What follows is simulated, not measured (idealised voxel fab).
process module | voxel wiring stack
cross-section cut | 205 nm wide | cells 5 nm
A cross-section is a grid of square cells, given in bands from the top down. A band is one or more rows of cells.
Each band's line starts with the height of the band's top and of its bottom, in nm. Then come its materials from left to right, each with its width in nm. One material with "throughout" fills the band from edge to edge. "air" is empty space.
Height 0 is the level under which the wafer as received is all one material. The lowest band goes on downwards, as in "0 down".
A width such as "30 to 40" changes by the same amount from each row of cells to the next, from the band's top row to its bottom row.
"no change" after a step means that no cell of the cross-section changed.
closed voids: empty space of 8 cells or more with no open way to the top, each as width x height at its distance from the left edge, in nm
after a step's settings: what the simulator itself notes on the step
overlay nm, on a step with a mask: how far to the right of its planned place the mask lay; to the left if negative
plan
1 op RECEIVE | material Si
2 op CONFORMAL_DEP | material SiO2 | thk nm 10
3 op CONFORMAL_DEP | material SiN | thk nm 5
4 op DIRECTIONAL_DEP | material SiO2 | thk nm 20
5 op DIRECTIONAL_DEP | material aC | thk nm 15
6 op PATTERN | tone open | mask id METAL_1 | material resist | width nm 25 | pitch nm 50 | thk nm 35 | overlay nm 0
7 op DIRECTIONAL_ETCH | etch materials aC | depth nm 15
8 op STRIP | etch materials resist
9 op DIRECTIONAL_ETCH | etch materials SiO2 | depth nm 20
10 op DIRECTIONAL_ETCH | etch materials SiN | depth nm 5
11 op STRIP | etch materials aC
12 op CONFORMAL_DEP | material TiN | thk nm 5
13 op FILL_DEP | material W | thk nm 5
14 op CMP | height nm 35
15 op EPI | material Ru | thk nm 5
16 op FILL_DEP | material SiCN | thk nm 5
17 op DIRECTIONAL_DEP | material lowk | thk nm 35
18 op MASKED_ETCH | tone open | mask id METAL_2_HOLES | width nm 15 | pitch nm 50 | etch materials lowk | depth nm 35 | overlay nm 0
19 op MASKED_ETCH | tone open | mask id METAL_2 | width nm 25 | pitch nm 50 | etch materials lowk | depth nm 20 | overlay nm 0
20 op MASKED_ETCH | tone open | mask id METAL_2 | width nm 25 | pitch nm 50 | etch materials SiCN | depth nm 5 | overlay nm 0
21 op CONFORMAL_DEP | material TiN | thk nm 5
22 op FILL_DEP | material Cu | thk nm 10
23 op CMP | height nm 80
24 op CONFORMAL_DEP | material SiCN | thk nm 5
25 op DIRECTIONAL_DEP | material SiO2 | thk nm 30
26 op PATTERN | tone open | mask id METAL_3_HOLES | material resist | width nm 15 | pitch nm 50 | thk nm 15 | overlay nm 0
27 op DIRECTIONAL_ETCH | etch materials SiO2 | depth nm 30
28 op STRIP | etch materials resist
29 op DIRECTIONAL_DEP | material aC | thk nm 15
30 op PATTERN | tone open | mask id METAL_3 | material resist | width nm 25 | pitch nm 50 | thk nm 35 | overlay nm 0
31 op DIRECTIONAL_ETCH | etch materials aC | depth nm 15
32 op STRIP | etch materials resist
33 op DIRECTIONAL_ETCH | etch materials SiO2 | depth nm 20
34 op DIRECTIONAL_ETCH | etch materials SiCN | depth nm 5
35 op STRIP | etch materials aC
36 op CONFORMAL_DEP | material TiN | thk nm 5
37 op FILL_DEP | material Ru | thk nm 10
38 op CMP | height nm 115
39 op CONFORMAL_DEP | material SiCN | thk nm 5
as received, after step 1
  0 down: Si throughout
  closed voids: none
first wafer at the end, as planned
  120 to 115: SiCN throughout
  115 to 100: SiO2 40 | TiN 5 | Ru 15 | TiN 5 | SiO2 25 | TiN 5 | Ru 15 | TiN 5 | SiO2 25 | TiN 5 | Ru 15 | TiN 5 | SiO2 40
  100 to 95: SiO2 40 | TiN 5 | Ru 5 | TiN 15 | SiO2 25 | TiN 5 | Ru 5 | TiN 15 | SiO2 25 | TiN 5 | Ru 5 | TiN 15 | SiO2 40
  95 to 85: SiO2 40 | TiN 5 | Ru 5 | TiN 5 | SiO2 35 | TiN 5 | Ru 5 | TiN 5 | SiO2 35 | TiN 5 | Ru 5 | TiN 5 | SiO2 50
  85 to 80: SiCN 40 | TiN 15 | SiCN 35 | TiN 15 | SiCN 35 | TiN 15 | SiCN 50
  80 to 65: lowk 40 | TiN 5 | Cu 15 | TiN 5 | lowk 25 | TiN 5 | Cu 15 | TiN 5 | lowk 25 | TiN 5 | Cu 15 | TiN 5 | lowk 40
  65 to 60: lowk 40 | TiN 5 | Cu 5 | TiN 15 | lowk 25 | TiN 5 | Cu 5 | TiN 15 | lowk 25 | TiN 5 | Cu 5 | TiN 15 | lowk 40
  60 to 45: lowk 40 | TiN 5 | Cu 5 | TiN 5 | lowk 35 | TiN 5 | Cu 5 | TiN 5 | lowk 35 | TiN 5 | Cu 5 | TiN 5 | lowk 50
  45 to 40: SiCN 40 | TiN 15 | SiCN 35 | TiN 15 | SiCN 35 | TiN 15 | SiCN 50
  40 to 35: SiCN 35 | Ru 35 | SiCN 15 | Ru 35 | SiCN 15 | Ru 35 | SiCN 35
  35 to 15: SiO2 40 | TiN 5 | W 15 | TiN 5 | SiO2 25 | TiN 5 | W 15 | TiN 5 | SiO2 25 | TiN 5 | W 15 | TiN 5 | SiO2 40
  15 to 10: SiN 40 | TiN 25 | SiN 25 | TiN 25 | SiN 25 | TiN 25 | SiN 40
  10 to 0: SiO2 throughout
  0 down: Si throughout
  closed voids: none
second wafer at the end: like start, like plan, one mistake
  120 to 115: SiCN throughout
  115 to 100: SiO2 40 | TiN 5 | Ru 15 | TiN 5 | SiO2 25 | TiN 5 | Ru 15 | TiN 5 | SiO2 25 | TiN 5 | Ru 15 | TiN 5 | SiO2 40
  100 to 95: SiO2 40 | TiN 5 | Ru 5 | TiN 15 | SiO2 25 | TiN 5 | Ru 5 | TiN 15 | SiO2 25 | TiN 5 | Ru 5 | TiN 15 | SiO2 40
  95 to 85: SiO2 40 | TiN 5 | Ru 5 | TiN 5 | SiO2 35 | TiN 5 | Ru 5 | TiN 5 | SiO2 35 | TiN 5 | Ru 5 | TiN 5 | SiO2 50
  85 to 80: SiCN 40 | TiN 15 | SiCN 35 | TiN 15 | SiCN 35 | TiN 15 | SiCN 50
  80 to 65: lowk 40 | TiN 5 | Cu 15 | TiN 5 | lowk 25 | TiN 5 | Cu 15 | TiN 5 | lowk 25 | TiN 5 | Cu 15 | TiN 5 | lowk 40
  65 to 60: lowk 40 | TiN 5 | Cu 5 | TiN 15 | lowk 25 | TiN 5 | Cu 5 | TiN 15 | lowk 25 | TiN 5 | Cu 5 | TiN 15 | lowk 40
  60 to 45: lowk 40 | TiN 5 | Cu 5 | TiN 5 | lowk 35 | TiN 5 | Cu 5 | TiN 5 | lowk 35 | TiN 5 | Cu 5 | TiN 5 | lowk 50
  45 to 40: SiCN 40 | TiN 15 | SiCN 35 | TiN 15 | SiCN 35 | TiN 15 | SiCN 50
  40 to 35: Ru 45 | SiCN 15 | Ru 35 | SiCN 15 | Ru 35 | SiCN 15 | Ru 45
  35 to 15: W 35 | TiN 5 | SiO2 25 | TiN 5 | W 15 | TiN 5 | SiO2 25 | TiN 5 | W 15 | TiN 5 | SiO2 25 | TiN 5 | W 35
  15 to 10: TiN 40 | SiN 25 | TiN 25 | SiN 25 | TiN 25 | SiN 25 | TiN 40
  10 to 0: SiO2 throughout
  0 down: Si throughout
  closed voids: none
what went wrong: step 6 ran as: op PATTERN | tone cover | mask id METAL_1 | material resist | width nm 25 | pitch nm 50 | thk nm 35 | overlay nm 0
at the end the second wafer has, in cells: 11 more of Ru | 11 fewer of SiCN | 11 fewer of SiN | 44 fewer of SiO2 | 11 more of TiN | 44 more of W
